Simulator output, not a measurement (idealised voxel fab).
process module | voxel transistor to metal
cross-section cut | 210 nm wide | cells 5 nm
A cross-section is a grid of square cells, given in bands from the top down. A band is one or more rows of cells.
Each band's line starts with the height of the band's top and of its bottom, in nm. Then come its materials from left to right, each with its width in nm. One material with "throughout" fills the band from edge to edge. "air" is empty space.
Height 0 is the level under which the wafer as received is all one material. The lowest band goes on downwards, as in "0 down".
A width such as "30 to 40" changes by the same amount from each row of cells to the next, from the band's top row to its bottom row.
"no change" after a step means that no cell of the cross-section changed.
closed voids: empty space of 8 cells or more with no open way to the top, each as width x height at its distance from the left edge, in nm
after a step's settings: what the simulator itself notes on the step
overlay nm, on a step with a mask: how far to the right of its planned place the mask lay; to the left if negative
plan
1 op RECEIVE | material Si
2 op OXIDIZE | depth nm 5
3 op CONFORMAL_DEP | material SiN | thk nm 10
4 op DIRECTIONAL_DEP | material aC | thk nm 10
5 op PATTERN | tone cover | mask id ACTIVE | material resist | width nm 120 | thk nm 25 | overlay nm 0
6 op DIRECTIONAL_ETCH | etch materials aC | depth nm 10
7 op STRIP | etch materials resist
8 op DIRECTIONAL_ETCH | etch materials SiN | depth nm 10
9 op DIRECTIONAL_ETCH | etch materials SiO2 | depth nm 5
10 op DIRECTIONAL_ETCH | etch materials Si | depth nm 30
11 op STRIP | etch materials aC
12 op OXIDIZE | depth nm 5
13 op FILL_DEP | material SiO2 | thk nm 5
14 op CMP | height nm 10
15 op SELECTIVE_ETCH | etch materials SiO2 | depth nm 5
16 op STRIP | etch materials SiN
17 op SELECTIVE_ETCH | etch materials SiO2 | depth nm 5
18 op OXIDIZE | depth nm 5
19 op DIRECTIONAL_DEP | material polySi | thk nm 20
20 op DIRECTIONAL_DEP | material SiCN | thk nm 10
21 op DIRECTIONAL_DEP | material aC | thk nm 10
22 op PATTERN | tone cover | mask id GATE | material resist | width nm 30 | thk nm 30 | overlay nm 0
23 op DIRECTIONAL_ETCH | etch materials aC | depth nm 10
24 op STRIP | etch materials resist
25 op DIRECTIONAL_ETCH | etch materials SiCN | depth nm 20
26 op DIRECTIONAL_ETCH | etch materials polySi | depth nm 30
27 op STRIP | etch materials aC
28 op CONFORMAL_DEP | material SiO2 | thk nm 5
29 op DIRECTIONAL_ETCH | etch materials SiO2 | depth nm 5
30 op CONFORMAL_DEP | material SiN | thk nm 10
31 op DIRECTIONAL_ETCH | etch materials SiN | depth nm 10
32 op DIRECTIONAL_ETCH | etch materials SiO2 | depth nm 5
33 op DIRECTIONAL_ETCH | etch materials Si | depth nm 5
34 op EPI | material pSi | thk nm 10
35 op FILL_DEP | material SiO2 | thk nm 10
36 op CMP | height nm 15
37 op STRIP | etch materials polySi
38 op SELECTIVE_ETCH | etch materials SiO2 | depth nm 5
39 op CONFORMAL_DEP | material HfO2 | thk nm 5
40 op CONFORMAL_DEP | material TiN | thk nm 5
41 op FILL_DEP | material W | thk nm 10
42 op CMP | height nm 10
43 op DIRECTIONAL_DEP | material SiO2 | thk nm 15
44 op DIRECTIONAL_DEP | material aC | thk nm 15
45 op PATTERN | tone open | mask id CONTACT | material resist | width nm 15 | pitch nm 85 | thk nm 35 | overlay nm 0
46 op DIRECTIONAL_ETCH | etch materials aC | depth nm 15
47 op STRIP | etch materials resist
48 op DIRECTIONAL_ETCH | etch materials SiO2 | depth nm 25
49 op STRIP | etch materials aC
50 op CONFORMAL_DEP | material TiN | thk nm 5
51 op FILL_DEP | material W | thk nm 10
52 op CMP | height nm 25
53 op CONFORMAL_DEP | material SiN | thk nm 5
54 op DIRECTIONAL_DEP | material SiO2 | thk nm 20
55 op MASKED_ETCH | tone open | mask id METAL_1 | width nm 15 | pitch nm 85 | etch materials SiO2 | depth nm 20 | overlay nm 0
56 op MASKED_ETCH | tone open | mask id METAL_1 | width nm 15 | pitch nm 85 | etch materials SiN | depth nm 5 | overlay nm 0
57 op CONFORMAL_DEP | material TiN | thk nm 5
58 op FILL_DEP | material Cu | thk nm 10
59 op CMP | height nm 50
60 op CONFORMAL_DEP | material SiCN | thk nm 5
61 op DIRECTIONAL_DEP | material SiO2 | thk nm 25
62 op DIRECTIONAL_DEP | material aC | thk nm 10
63 op PATTERN | tone open | mask id METAL_2 | material resist | width nm 15 | pitch nm 85 | thk nm 30 | overlay nm 0
64 op DIRECTIONAL_ETCH | etch materials aC | depth nm 10
65 op STRIP | etch materials resist
66 op DIRECTIONAL_ETCH | etch materials SiO2 | depth nm 15
67 op STRIP | etch materials aC
68 op PATTERN | tone open | mask id METAL_2_HOLES | material resist | width nm 15 | pitch nm 85 | thk nm 15 | overlay nm 0
69 op DIRECTIONAL_ETCH | etch materials SiO2 | depth nm 10
70 op DIRECTIONAL_ETCH | etch materials SiCN | depth nm 5
71 op STRIP | etch materials resist
72 op CONFORMAL_DEP | material TiN | thk nm 5
73 op FILL_DEP | material Cu | thk nm 5
74 op CMP | height nm 80
75 op CONFORMAL_DEP | material SiN | thk nm 5
first wafer, as planned
as received, after step 1
  0 down: Si throughout
  closed voids: none
after step 2
  0 to -5: SiO2 throughout
  below -5: unchanged
after step 3
  10 to 0: SiN throughout
  below 0: unchanged
after step 4
  20 to 10: aC throughout
  below 10: unchanged
after step 5
  45 to 20: air 45 | resist 120 | air 45
  below 20: unchanged
after step 6
  35 to 20: air 45 | resist 120 | air 45
  20 to 10: air 45 | aC 120 | air 45
  below 10: unchanged
after step 7
  20 to 10: air 45 | aC 120 | air 45
  below 10: unchanged
after step 8
  20 to 10: air 45 | aC 120 | air 45
  10 to 0: air 45 | SiN 120 | air 45
  below 0: unchanged
after step 9
  20 to 10: air 45 | aC 120 | air 45
  10 to 0: air 45 | SiN 120 | air 45
  0 to -5: air 45 | SiO2 120 | air 45
  below -5: unchanged
after step 10
  20 to 10: air 45 | aC 120 | air 45
  10 to 0: air 45 | SiN 120 | air 45
  0 to -5: air 45 | SiO2 120 | air 45
  -5 to -35: air 45 | Si 120 | air 45
  below -35: unchanged
after step 11
  10 to 0: air 45 | SiN 120 | air 45
  below 0: unchanged
after step 12
  10 to 0: air 45 | SiN 120 | air 45
  0 to -5: air 45 | SiO2 120 | air 45
  -5 to -35: air 45 | SiO2 5 | Si 110 | SiO2 5 | air 45
  -35 to -40: SiO2 50 | Si 110 | SiO2 50
  below -40: unchanged
after step 13
  15 to 10: SiO2 throughout
  10 to 0: SiO2 45 | SiN 120 | SiO2 45
  0 to -5: SiO2 throughout
  -5 to -40: SiO2 50 | Si 110 | SiO2 50
  below -40: unchanged
after step 14
  10 to 0: SiO2 45 | SiN 120 | SiO2 45
  below 0: unchanged
after step 15
  10 to 5: air 45 | SiN 120 | air 45
  below 5: unchanged
after step 16
  5 to 0: SiO2 45 | air 120 | SiO2 45
  below 0: unchanged
after step 17
  0 to -5: SiO2 40 | air 130 | SiO2 40
  below -5: unchanged
after step 18
  0 to -5: SiO2 40 | air 130 | SiO2 40
  -5 to -10: SiO2 throughout
  below -10: unchanged
after step 19
  20 to 15: polySi 40 | air 130 | polySi 40
  15 to 0: polySi throughout
  0 to -5: SiO2 40 | polySi 130 | SiO2 40
  below -5: unchanged
after step 20
  30 to 25: SiCN 40 | air 130 | SiCN 40
  25 to 20: SiCN throughout
  20 to 15: polySi 40 | SiCN 130 | polySi 40
  below 15: unchanged
after step 21
  40 to 35: aC 40 | air 130 | aC 40
  35 to 30: aC throughout
  30 to 25: SiCN 40 | aC 130 | SiCN 40
  below 25: unchanged
after step 22
  70 to 40: air 90 | resist 30 | air 90
  40 to 35: aC 40 | air 50 | resist 30 | air 50 | aC 40
  below 35: unchanged
after step 23
  60 to 35: air 90 | resist 30 | air 90
  35 to 30: air 90 | aC 30 | air 90
  30 to 25: SiCN 40 | air 50 | aC 30 | air 50 | SiCN 40
  below 25: unchanged
after step 24
  35 to 30: air 90 | aC 30 | air 90
  below 30: unchanged
after step 25
  35 to 25: air 90 | aC 30 | air 90
  25 to 20: air 90 | SiCN 30 | air 90
  20 to 15: polySi 40 | air 50 | SiCN 30 | air 50 | polySi 40
  below 15: unchanged
after step 26
  35 to 25: air 90 | aC 30 | air 90
  25 to 15: air 90 | SiCN 30 | air 90
  15 to 0: air 90 | polySi 30 | air 90
  0 to -5: SiO2 40 | air 50 | polySi 30 | air 50 | SiO2 40
  below -5: unchanged
after step 27
  25 to 15: air 90 | SiCN 30 | air 90
  below 15: unchanged
after step 28
  30 to 25: air 85 | SiO2 40 | air 85
  25 to 15: air 85 | SiO2 5 | SiCN 30 | SiO2 5 | air 85
  15 to 5: air 85 | SiO2 5 | polySi 30 | SiO2 5 | air 85
  5 to 0: SiO2 45 | air 40 | SiO2 5 | polySi 30 | SiO2 5 | air 40 | SiO2 45
  0 to -5: SiO2 90 | polySi 30 | SiO2 90
  below -5: unchanged
after step 29
  25 to 15: air 85 | SiO2 5 | SiCN 30 | SiO2 5 | air 85
  15 to 0: air 85 | SiO2 5 | polySi 30 | SiO2 5 | air 85
  0 to -5: SiO2 45 | air 40 | SiO2 5 | polySi 30 | SiO2 5 | air 40 | SiO2 45
  below -5: unchanged
after step 30
  35 to 25: air 75 | SiN 60 | air 75
  25 to 15: air 75 | SiN 10 | SiO2 5 | SiCN 30 | SiO2 5 | SiN 10 | air 75
  15 to 10: air 75 | SiN 10 | SiO2 5 | polySi 30 | SiO2 5 | SiN 10 | air 75
  10 to 5: SiN 55 | air 20 | SiN 10 | SiO2 5 | polySi 30 | SiO2 5 | SiN 10 | air 20 | SiN 55
  5 to 0: SiN 85 | SiO2 5 | polySi 30 | SiO2 5 | SiN 85
  0 to -5: SiO2 45 | SiN 40 | SiO2 5 | polySi 30 | SiO2 5 | SiN 40 | SiO2 45
  below -5: unchanged
after step 31
  25 to 15: air 75 | SiN 10 | SiO2 5 | SiCN 30 | SiO2 5 | SiN 10 | air 75
  15 to 0: air 75 | SiN 10 | SiO2 5 | polySi 30 | SiO2 5 | SiN 10 | air 75
  0 to -5: SiO2 45 | SiN 10 | air 20 | SiN 10 | SiO2 5 | polySi 30 | SiO2 5 | SiN 10 | air 20 | SiN 10 | SiO2 45
  below -5: unchanged
after step 32
  25 to 20: air 75 | SiN 10 | air 5 | SiCN 30 | air 5 | SiN 10 | air 75
  20 to 15: air 75 | SiN 10 | SiO2 5 | SiCN 30 | SiO2 5 | SiN 10 | air 75
  15 to 0: air 75 | SiN 10 | SiO2 5 | polySi 30 | SiO2 5 | SiN 10 | air 75
  0 to -5: air 45 | SiN 10 | air 20 | SiN 10 | SiO2 5 | polySi 30 | SiO2 5 | SiN 10 | air 20 | SiN 10 | air 45
  -5 to -10: SiO2 55 | air 20 | SiO2 60 | air 20 | SiO2 55
  below -10: unchanged
after step 33
  25 to 20: air 75 | SiN 10 | air 5 | SiCN 30 | air 5 | SiN 10 | air 75
  20 to 15: air 75 | SiN 10 | SiO2 5 | SiCN 30 | SiO2 5 | SiN 10 | air 75
  15 to 0: air 75 | SiN 10 | SiO2 5 | polySi 30 | SiO2 5 | SiN 10 | air 75
  0 to -5: air 45 | SiN 10 | air 20 | SiN 10 | SiO2 5 | polySi 30 | SiO2 5 | SiN 10 | air 20 | SiN 10 | air 45
  -5 to -10: SiO2 55 | air 20 | SiO2 60 | air 20 | SiO2 55
  -10 to -15: SiO2 50 | Si 5 | air 20 | Si 60 | air 20 | Si 5 | SiO2 50
  below -15: unchanged
after step 34
  25 to 20: air 75 | SiN 10 | air 5 | SiCN 30 | air 5 | SiN 10 | air 75
  20 to 15: air 75 | SiN 10 | SiO2 5 | SiCN 30 | SiO2 5 | SiN 10 | air 75
  15 to 0: air 75 | SiN 10 | SiO2 5 | polySi 30 | SiO2 5 | SiN 10 | air 75
  0 to -5: air 45 | SiN 10 | pSi 20 | SiN 10 | SiO2 5 | polySi 30 | SiO2 5 | SiN 10 | pSi 20 | SiN 10 | air 45
  -5 to -10: SiO2 55 | pSi 20 | SiO2 60 | pSi 20 | SiO2 55
  -10 to -15: SiO2 50 | Si 5 | pSi 20 | Si 60 | pSi 20 | Si 5 | SiO2 50
  below -15: unchanged
after step 35
  35 to 25: SiO2 throughout
  25 to 15: SiO2 75 | SiN 10 | SiO2 5 | SiCN 30 | SiO2 5 | SiN 10 | SiO2 75
  15 to 0: SiO2 75 | SiN 10 | SiO2 5 | polySi 30 | SiO2 5 | SiN 10 | SiO2 75
  0 to -5: SiO2 45 | SiN 10 | pSi 20 | SiN 10 | SiO2 5 | polySi 30 | SiO2 5 | SiN 10 | pSi 20 | SiN 10 | SiO2 45
  below -5: unchanged
after step 36
  15 to 0: SiO2 75 | SiN 10 | SiO2 5 | polySi 30 | SiO2 5 | SiN 10 | SiO2 75
  below 0: unchanged
after step 37
  15 to 0: SiO2 75 | SiN 10 | SiO2 5 | air 30 | SiO2 5 | SiN 10 | SiO2 75
  0 to -5: SiO2 45 | SiN 10 | pSi 20 | SiN 10 | SiO2 5 | air 30 | SiO2 5 | SiN 10 | pSi 20 | SiN 10 | SiO2 45
  below -5: unchanged
after step 38
  15 to 10: air 75 | SiN 10 | air 40 | SiN 10 | air 75
  10 to 0: SiO2 75 | SiN 10 | air 40 | SiN 10 | SiO2 75
  0 to -5: SiO2 45 | SiN 10 | pSi 20 | SiN 10 | air 40 | SiN 10 | pSi 20 | SiN 10 | SiO2 45
  -5 to -10: SiO2 55 | pSi 20 | SiO2 10 | air 40 | SiO2 10 | pSi 20 | SiO2 55
  below -10: unchanged
after step 39
  20 to 15: air 70 | HfO2 20 | air 30 | HfO2 20 | air 70
  15 to 10: HfO2 75 | SiN 10 | HfO2 5 | air 30 | HfO2 5 | SiN 10 | HfO2 75
  10 to 0: SiO2 75 | SiN 10 | HfO2 5 | air 30 | HfO2 5 | SiN 10 | SiO2 75
  0 to -5: SiO2 45 | SiN 10 | pSi 20 | SiN 10 | HfO2 5 | air 30 | HfO2 5 | SiN 10 | pSi 20 | SiN 10 | SiO2 45
  -5 to -10: SiO2 55 | pSi 20 | SiO2 10 | HfO2 40 | SiO2 10 | pSi 20 | SiO2 55
  below -10: unchanged
after step 40
  25 to 20: air 65 | TiN 30 | air 20 | TiN 30 | air 65
  20 to 15: TiN 70 | HfO2 20 | TiN 5 | air 20 | TiN 5 | HfO2 20 | TiN 70
  15 to 10: HfO2 75 | SiN 10 | HfO2 5 | TiN 5 | air 20 | TiN 5 | HfO2 5 | SiN 10 | HfO2 75
  10 to 0: SiO2 75 | SiN 10 | HfO2 5 | TiN 5 | air 20 | TiN 5 | HfO2 5 | SiN 10 | SiO2 75
  0 to -5: SiO2 45 | SiN 10 | pSi 20 | SiN 10 | HfO2 5 | TiN 30 | HfO2 5 | SiN 10 | pSi 20 | SiN 10 | SiO2 45
  below -5: unchanged
after step 41
  35 to 25: W throughout
  25 to 20: W 65 | TiN 30 | W 20 | TiN 30 | W 65
  20 to 15: TiN 70 | HfO2 20 | TiN 5 | W 20 | TiN 5 | HfO2 20 | TiN 70
  15 to 10: HfO2 75 | SiN 10 | HfO2 5 | TiN 5 | W 20 | TiN 5 | HfO2 5 | SiN 10 | HfO2 75
  10 to 0: SiO2 75 | SiN 10 | HfO2 5 | TiN 5 | W 20 | TiN 5 | HfO2 5 | SiN 10 | SiO2 75
  below 0: unchanged
after step 42
  10 to 0: SiO2 75 | SiN 10 | HfO2 5 | TiN 5 | W 20 | TiN 5 | HfO2 5 | SiN 10 | SiO2 75
  below 0: unchanged
after step 43
  25 to 10: SiO2 throughout
  below 10: unchanged
after step 44
  40 to 25: aC throughout
  below 25: unchanged
after step 45
  75 to 40: resist 55 | air 15 | resist 70 | air 15 | resist 55
  below 40: unchanged
after step 46
  60 to 40: resist 55 | air 15 | resist 70 | air 15 | resist 55
  40 to 25: aC 55 | air 15 | aC 70 | air 15 | aC 55
  below 25: unchanged
after step 47
  40 to 25: aC 55 | air 15 | aC 70 | air 15 | aC 55
  below 25: unchanged
after step 48
  40 to 25: aC 55 | air 15 | aC 70 | air 15 | aC 55
  25 to 10: SiO2 55 | air 15 | SiO2 70 | air 15 | SiO2 55
  10 to 0: SiO2 55 | air 15 | SiO2 5 | SiN 10 | HfO2 5 | TiN 5 | W 20 | TiN 5 | HfO2 5 | SiN 10 | SiO2 5 | air 15 | SiO2 55
  below 0: unchanged
after step 49
  25 to 10: SiO2 55 | air 15 | SiO2 70 | air 15 | SiO2 55
  below 10: unchanged
after step 50
  30 to 25: TiN 60 | air 5 | TiN 80 | air 5 | TiN 60
  25 to 10: SiO2 55 | TiN 5 | air 5 | TiN 5 | SiO2 70 | TiN 5 | air 5 | TiN 5 | SiO2 55
  10 to 5: SiO2 55 | TiN 5 | air 5 | TiN 5 | SiO2 5 | SiN 10 | HfO2 5 | TiN 5 | W 20 | TiN 5 | HfO2 5 | SiN 10 | SiO2 5 | TiN 5 | air 5 | TiN 5 | SiO2 55
  5 to 0: SiO2 55 | TiN 15 | SiO2 5 | SiN 10 | HfO2 5 | TiN 5 | W 20 | TiN 5 | HfO2 5 | SiN 10 | SiO2 5 | TiN 15 | SiO2 55
  below 0: unchanged
after step 51
  40 to 30: W throughout
  30 to 25: TiN 60 | W 5 | TiN 80 | W 5 | TiN 60
  25 to 10: SiO2 55 | TiN 5 | W 5 | TiN 5 | SiO2 70 | TiN 5 | W 5 | TiN 5 | SiO2 55
  10 to 5: SiO2 55 | TiN 5 | W 5 | TiN 5 | SiO2 5 | SiN 10 | HfO2 5 | TiN 5 | W 20 | TiN 5 | HfO2 5 | SiN 10 | SiO2 5 | TiN 5 | W 5 | TiN 5 | SiO2 55
  below 5: unchanged
after step 52
  25 to 10: SiO2 55 | TiN 5 | W 5 | TiN 5 | SiO2 70 | TiN 5 | W 5 | TiN 5 | SiO2 55
  below 10: unchanged
after step 53
  30 to 25: SiN throughout
  below 25: unchanged
after step 54
  50 to 30: SiO2 throughout
  below 30: unchanged
after step 55
  50 to 30: SiO2 55 | air 15 | SiO2 70 | air 15 | SiO2 55
  below 30: unchanged
after step 56
  50 to 30: SiO2 55 | air 15 | SiO2 70 | air 15 | SiO2 55
  30 to 25: SiN 55 | air 15 | SiN 70 | air 15 | SiN 55
  below 25: unchanged
after step 57
  55 to 50: TiN 60 | air 5 | TiN 80 | air 5 | TiN 60
  50 to 30: SiO2 55 | TiN 5 | air 5 | TiN 5 | SiO2 70 | TiN 5 | air 5 | TiN 5 | SiO2 55
  30 to 25: SiN 55 | TiN 15 | SiN 70 | TiN 15 | SiN 55
  below 25: unchanged
after step 58
  65 to 55: Cu throughout
  55 to 50: TiN 60 | Cu 5 | TiN 80 | Cu 5 | TiN 60
  50 to 30: SiO2 55 | TiN 5 | Cu 5 | TiN 5 | SiO2 70 | TiN 5 | Cu 5 | TiN 5 | SiO2 55
  below 30: unchanged
after step 59
  50 to 30: SiO2 55 | TiN 5 | Cu 5 | TiN 5 | SiO2 70 | TiN 5 | Cu 5 | TiN 5 | SiO2 55
  below 30: unchanged
after step 60
  55 to 50: SiCN throughout
  below 50: unchanged
after step 61
  80 to 55: SiO2 throughout
  below 55: unchanged
after step 62
  90 to 80: aC throughout
  below 80: unchanged
after step 63
  120 to 90: resist 55 | air 15 | resist 70 | air 15 | resist 55
  below 90: unchanged
after step 64
  110 to 90: resist 55 | air 15 | resist 70 | air 15 | resist 55
  90 to 80: aC 55 | air 15 | aC 70 | air 15 | aC 55
  below 80: unchanged
after step 65
  90 to 80: aC 55 | air 15 | aC 70 | air 15 | aC 55
  below 80: unchanged
after step 66
  90 to 80: aC 55 | air 15 | aC 70 | air 15 | aC 55
  80 to 65: SiO2 55 | air 15 | SiO2 70 | air 15 | SiO2 55
  below 65: unchanged
after step 67
  80 to 65: SiO2 55 | air 15 | SiO2 70 | air 15 | SiO2 55
  below 65: unchanged
after step 68
  95 to 80: resist 55 | air 15 | resist 70 | air 15 | resist 55
  below 80: unchanged
after step 69
  95 to 80: resist 55 | air 15 | resist 70 | air 15 | resist 55
  80 to 55: SiO2 55 | air 15 | SiO2 70 | air 15 | SiO2 55
  below 55: unchanged
after step 70
  95 to 80: resist 55 | air 15 | resist 70 | air 15 | resist 55
  80 to 55: SiO2 55 | air 15 | SiO2 70 | air 15 | SiO2 55
  55 to 50: SiCN 55 | air 15 | SiCN 70 | air 15 | SiCN 55
  below 50: unchanged
after step 71
  80 to 55: SiO2 55 | air 15 | SiO2 70 | air 15 | SiO2 55
  below 55: unchanged
after step 72
  85 to 80: TiN 60 | air 5 | TiN 80 | air 5 | TiN 60
  80 to 55: SiO2 55 | TiN 5 | air 5 | TiN 5 | SiO2 70 | TiN 5 | air 5 | TiN 5 | SiO2 55
  55 to 50: SiCN 55 | TiN 15 | SiCN 70 | TiN 15 | SiCN 55
  below 50: unchanged
after step 73
  90 to 85: Cu throughout
  85 to 80: TiN 60 | Cu 5 | TiN 80 | Cu 5 | TiN 60
  80 to 55: SiO2 55 | TiN 5 | Cu 5 | TiN 5 | SiO2 70 | TiN 5 | Cu 5 | TiN 5 | SiO2 55
  below 55: unchanged
after step 74
  80 to 55: SiO2 55 | TiN 5 | Cu 5 | TiN 5 | SiO2 70 | TiN 5 | Cu 5 | TiN 5 | SiO2 55
  below 55: unchanged
after step 75
  85 to 80: SiN throughout
  below 80: unchanged
second wafer: like start, like plan, one mistake. Through step 55 it matches the first wafer
when step 56 should have ended
  50 to 30: SiO2 55 | air 15 | SiO2 70 | air 15 | SiO2 55
  30 to 25: SiN 65 | air 5 | SiN 80 | air 5 | SiN 55
  below 25: unchanged
when step 57 should have ended
  55 to 50: TiN 60 | air 5 | TiN 80 | air 5 | TiN 60
  50 to 35: SiO2 55 | TiN 5 | air 5 | TiN 5 | SiO2 70 | TiN 5 | air 5 | TiN 5 | SiO2 55
  35 to 30: SiO2 55 | TiN 15 | SiO2 70 | TiN 15 | SiO2 55
  30 to 25: SiN 65 | TiN 5 | SiN 80 | TiN 5 | SiN 55
  below 25: unchanged
when step 58 should have ended
  65 to 55: Cu throughout
  55 to 50: TiN 60 | Cu 5 | TiN 80 | Cu 5 | TiN 60
  50 to 35: SiO2 55 | TiN 5 | Cu 5 | TiN 5 | SiO2 70 | TiN 5 | Cu 5 | TiN 5 | SiO2 55
  below 35: unchanged
when step 59 should have ended
  50 to 35: SiO2 55 | TiN 5 | Cu 5 | TiN 5 | SiO2 70 | TiN 5 | Cu 5 | TiN 5 | SiO2 55
  below 35: unchanged
when step 60 should have ended
  55 to 50: SiCN throughout
  below 50: unchanged
when step 61 should have ended
  80 to 55: SiO2 throughout
  below 55: unchanged
when step 62 should have ended
  90 to 80: aC throughout
  below 80: unchanged
when step 63 should have ended
  120 to 90: resist 55 | air 15 | resist 70 | air 15 | resist 55
  below 90: unchanged
when step 64 should have ended
  110 to 90: resist 55 | air 15 | resist 70 | air 15 | resist 55
  90 to 80: aC 55 | air 15 | aC 70 | air 15 | aC 55
  below 80: unchanged
when step 65 should have ended
  90 to 80: aC 55 | air 15 | aC 70 | air 15 | aC 55
  below 80: unchanged
when step 66 should have ended
  90 to 80: aC 55 | air 15 | aC 70 | air 15 | aC 55
  80 to 65: SiO2 55 | air 15 | SiO2 70 | air 15 | SiO2 55
  below 65: unchanged
when step 67 should have ended
  80 to 65: SiO2 55 | air 15 | SiO2 70 | air 15 | SiO2 55
  below 65: unchanged
when step 68 should have ended
  95 to 80: resist 55 | air 15 | resist 70 | air 15 | resist 55
  below 80: unchanged
when step 69 should have ended
  95 to 80: resist 55 | air 15 | resist 70 | air 15 | resist 55
  80 to 55: SiO2 55 | air 15 | SiO2 70 | air 15 | SiO2 55
  below 55: unchanged
when step 70 should have ended
  95 to 80: resist 55 | air 15 | resist 70 | air 15 | resist 55
  80 to 55: SiO2 55 | air 15 | SiO2 70 | air 15 | SiO2 55
  55 to 50: SiCN 55 | air 15 | SiCN 70 | air 15 | SiCN 55
  below 50: unchanged
when step 71 should have ended
  80 to 55: SiO2 55 | air 15 | SiO2 70 | air 15 | SiO2 55
  below 55: unchanged
when step 72 should have ended
  85 to 80: TiN 60 | air 5 | TiN 80 | air 5 | TiN 60
  80 to 55: SiO2 55 | TiN 5 | air 5 | TiN 5 | SiO2 70 | TiN 5 | air 5 | TiN 5 | SiO2 55
  55 to 50: SiCN 55 | TiN 15 | SiCN 70 | TiN 15 | SiCN 55
  below 50: unchanged
when step 73 should have ended
  90 to 85: Cu throughout
  85 to 80: TiN 60 | Cu 5 | TiN 80 | Cu 5 | TiN 60
  80 to 55: SiO2 55 | TiN 5 | Cu 5 | TiN 5 | SiO2 70 | TiN 5 | Cu 5 | TiN 5 | SiO2 55
  below 55: unchanged
when step 74 should have ended
  80 to 55: SiO2 55 | TiN 5 | Cu 5 | TiN 5 | SiO2 70 | TiN 5 | Cu 5 | TiN 5 | SiO2 55
  below 55: unchanged
when step 75 should have ended
  85 to 80: SiN throughout
  below 80: unchanged
what went wrong: step 56 ran as: op MASKED_ETCH | tone open | mask id METAL_1 | width nm 15 | pitch nm 85 | etch materials SiN | depth nm 5 | overlay nm 10
at the end the second wafer has, in cells: 2 fewer of Cu | 4 more of SiN | 2 fewer of TiN
